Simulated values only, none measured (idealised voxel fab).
process module | voxel double patterning
cross-section cut | 265 nm wide | cells 5 nm
A cross-section is a grid of square cells, given in bands from the top down. A band is one or more rows of cells.
Each band's line starts with the height of the band's top and of its bottom, in nm. Then come its materials from left to right, each with its width in nm. One material with "throughout" fills the band from edge to edge. "air" is empty space.
Height 0 is the level under which the wafer as received is all one material. The lowest band goes on downwards, as in "0 down".
A width such as "30 to 40" changes by the same amount from each row of cells to the next, from the band's top row to its bottom row.
"no change" after a step means that no cell of the cross-section changed.
closed voids: empty space of 8 cells or more with no open way to the top, each as width x height at its distance from the left edge, in nm
after a step's settings: what the simulator itself notes on the step
overlay nm, on a step with a mask: how far to the right of its planned place the mask lay; to the left if negative
plan
1 op RECEIVE | material Si
2 op CONFORMAL_DEP | material SiO2 | thk nm 5
3 op DIRECTIONAL_DEP | material W | thk nm 15
4 op DIRECTIONAL_DEP | material SiCN | thk nm 10
5 op PATTERN | tone open | mask id FIRST | material resist | width nm 15 | pitch nm 50 | thk nm 20 | overlay nm 0
6 op DIRECTIONAL_ETCH | etch materials SiCN | depth nm 10
7 op STRIP | etch materials resist
8 op MASKED_ETCH | tone open | mask id SECOND | width nm 15 | pitch nm 50 | etch materials SiCN | depth nm 10 | overlay nm 0
9 op DIRECTIONAL_ETCH | etch materials W | depth nm 15
10 op STRIP | etch materials SiCN
as received, after step 1
  0 down: Si throughout
  closed voids: none
first wafer at the end, as planned
  20 to 5: W 75 | air 15 | W 10 | air 15 | W 10 | air 15 | W 10 | air 15 | W 10 | air 15 | W 75
  5 to 0: SiO2 throughout
  0 down: Si throughout
  closed voids: none
second wafer at the end: like start, like plan, one mistake
  15 to 0: W 75 | air 15 | W 10 | air 15 | W 10 | air 15 | W 10 | air 15 | W 10 | air 15 | W 75
  0 down: Si throughout
  closed voids: none
what went wrong: step 2 was left out
at the end the second wafer has, in cells: 53 fewer of SiO2
